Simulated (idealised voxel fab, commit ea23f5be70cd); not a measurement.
Process module in this document: voxel tone inversion
FYI the section here is cut, 255 nm wide, cells are 5 nm squares.
Bands, listed from the top down, are how a cross-section gets written in this document; the cross-section itself is a grid of square cells, and a band is one or more rows of them. Read a band's entry like this: the first values are the height of its top and the height of its bottom in nm, and what follows is the sequence of materials from left to right, each with its width in nm. Note that "air" is empty space, and that a single material marked "edge to edge" reaches across the band from edge to edge. The reference from which all heights are counted is 0, the level beneath which the as-received wafer is entirely one material; the lowest band, having no lower bound, proceeds downward and is written after the example "0..down". Read "30..40" as a graded width: first number on top, second number at the bottom, same change between each pair of neighbouring rows. Step note "nothing got changed" = no cross-section cell changed. "Closed internal voids" - sealed voids, min. 8 cells, no opening to top; format: width x height at distance (distance from left edge; nm throughout). Note: text after step settings on the step line = simulator remark on that step. Among the settings permitted on a step's line is "overlay nm"; applied to a step with a mask, it specifies the extent to which the mask lay to the right of its planned position, whereas a negative figure signifies a position to the left.

### The planned process steps are enumerated hereunder
1 RECEIVE,material Si
2 CONFORMAL_DEP,material SiN,thk nm 5
3 DIRECTIONAL_DEP,material polySi,thk nm 15
4 PATTERN,tone cover,mask id POSTS,material resist,width nm 25,pitch nm 40,thk nm 25,overlay nm 0
5 DIRECTIONAL_ETCH,etch materials polySi,depth nm 15
6 STRIP,etch materials resist
7 FILL_DEP,material lowk,thk nm 5
8 CMP,height nm 20
9 STRIP,etch materials polySi
10 CONFORMAL_DEP,material TiN,thk nm 5
11 FILL_DEP,material Cu,thk nm 10
12 CMP,height nm 20
13 CONFORMAL_DEP,material SiN,thk nm 5

### as received, after step 1
	0..down: Si edge to edge
	Closed internal voids: none

### Sectioned view, first of two wafers, at the close of the module, processed as intended in the plan
	25..20: SiN edge to edge
	20..10: lowk 95 nm, TiN 5 nm, Cu 15 nm, TiN 5 nm, lowk 15 nm, TiN 5 nm, Cu 15 nm, TiN 5 nm, lowk 95 nm
	10..5: lowk 95 nm, TiN 25 nm, lowk 15 nm, TiN 25 nm, lowk 95 nm
	5..0: SiN edge to edge
	0..down: Si edge to edge
	Closed internal voids: none

### Second wafer through the module, sectioned at the end: same beginning and same plan as the first wafer, with one mistake in carrying it out
	25..20: SiN edge to edge
	20..15: lowk edge to edge
	15..0: lowk 95 nm, polySi 25 nm, lowk 15 nm, polySi 25 nm, lowk 95 nm
	0..down: Si edge to edge
	Closed internal voids: none
Heads up, the wafer didn't run the way we planned it: step 2 of the plan never got run, it was skipped over
Looking at both finished wafers in cells, the second ends up ahead of or behind the first on some materials: 12 fewer of Cu | 51 fewer of SiN | 18 fewer of TiN | 51 more of lowk | 30 more of polySi
